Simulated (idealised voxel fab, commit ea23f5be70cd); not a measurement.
Proc. module: voxel fin reveal
Pictured: cross-section cut, 165 nm wide, on a grid of 5 nm square cells.
If you're reading a cross-section in this doc, picture square cells in a grid; it comes to you as bands, top ones listed first down to the bottom, and a band can be one or more rows of cells. This entry defines a band. It first specifies the height of the band's top and the height of its bottom in nm, and then specifies the band's materials from left to right, stating each material with its width in nm. The word "all across" identifies a single material that fills the band from edge to edge, while the word "blank" identifies empty space. Heights are reckoned from 0. Under this level, the received wafer is all of one material. The bottommost band is open-ended downward, for example "0 and below". A width such as "30 to 40" changes by the same amount from each row of cells to the next, from the band's top row to its bottom row. Take "no alterations made" at face value: in the step it is given for, the cross-section changed in none of its cells. Reported under the label "Closed empty spaces" are the empty spaces having no open way to the top and comprising 8 cells or more; the notation for each is width x height at distance, in which the distance is measured from the left edge and all three values are in nm. Text after the settings on a step's line: the simulator's own remark on that step. For masked steps, "overlay nm" on the step line gives how far right of plan the mask actually lay; a minus sign means it lay to the left.
PROCESS STEPS - PLAN
1. RECEIVE, material Si
2. CONFORMAL_DEP, material SiN, thk nm 5
3. PATTERN, tone cover, mask id FINS, material resist, width nm 15, pitch nm 35, thk nm 20, overlay nm 0
4. DIRECTIONAL_ETCH, etch materials SiN, depth nm 5
5. DIRECTIONAL_ETCH, etch materials Si, depth nm 30
6. STRIP, etch materials resist
7. OXIDIZE, depth nm 5
8. FILL_DEP, material SiO2, thk nm 5
9. CMP, height nm 5
10. SELECTIVE_ETCH, etch materials SiO2, depth nm 20
11. STRIP, etch materials SiN
12. CONFORMAL_DEP, material HfO2, thk nm 5
THE CROSS-SECTION HERE SHOWS THE WAFER AS RECEIVED, I.E. IN ITS STATE AFTER STEP 1
    0 and below = Si all across
    Closed empty spaces: none
HERE'S THE CROSS-SECTION OF THE FIRST OF OUR TWO WAFERS AT THE END OF THE MODULE - IT RAN AS PLANNED
    5 down to 0 = 20 nm blank; 15 nm HfO2; 20 nm blank; 15 nm HfO2; 20 nm blank; 15 nm HfO2; 20 nm blank; 15 nm HfO2; 25 nm blank
    0 down to -10 = 20 nm blank; 5 nm HfO2; 5 nm Si; 5 nm HfO2; 20 nm blank; 5 nm HfO2; 5 nm Si; 5 nm HfO2; 20 nm blank; 5 nm HfO2; 5 nm Si; 5 nm HfO2; 20 nm blank; 5 nm HfO2; 5 nm Si; 5 nm HfO2; 25 nm blank
    -10 down to -15 = 25 nm HfO2; 5 nm Si; 30 nm HfO2; 5 nm Si; 30 nm HfO2; 5 nm Si; 30 nm HfO2; 5 nm Si; 30 nm HfO2
    -15 down to -35 = 25 nm SiO2; 5 nm Si; 30 nm SiO2; 5 nm Si; 30 nm SiO2; 5 nm Si; 30 nm SiO2; 5 nm Si; 30 nm SiO2
    -35 and below = Si all across
    Closed empty spaces: none
WAFER TWO CROSS-SECTION, MODULE END. START AND PLAN UNCHANGED FROM WAFER ONE; ONE MISTAKE MADE DURING THE RUN
    5 down to 0 = 30 nm blank; 15 nm HfO2; 20 nm blank; 15 nm HfO2; 20 nm blank; 15 nm HfO2; 20 nm blank; 15 nm HfO2; 15 nm blank
    0 down to -10 = 30 nm blank; 5 nm HfO2; 5 nm Si; 5 nm HfO2; 20 nm blank; 5 nm HfO2; 5 nm Si; 5 nm HfO2; 20 nm blank; 5 nm HfO2; 5 nm Si; 5 nm HfO2; 20 nm blank; 5 nm HfO2; 5 nm Si; 5 nm HfO2; 15 nm blank
    -10 down to -15 = 35 nm HfO2; 5 nm Si; 30 nm HfO2; 5 nm Si; 30 nm HfO2; 5 nm Si; 30 nm HfO2; 5 nm Si; 20 nm HfO2
    -15 down to -35 = 35 nm SiO2; 5 nm Si; 30 nm SiO2; 5 nm Si; 30 nm SiO2; 5 nm Si; 30 nm SiO2; 5 nm Si; 20 nm SiO2
    -35 and below = Si all across
    Closed empty spaces: none
The mistake made against the process plan was this: the process deviated at step 3: the operation and settings actually run there were PATTERN, tone cover, mask id FINS, material resist, width nm 15, pitch nm 35, thk nm 20, overlay nm 10
When the process is done, the second wafer contains the same cell count of every material as the first wafer, but distributed over other locations.
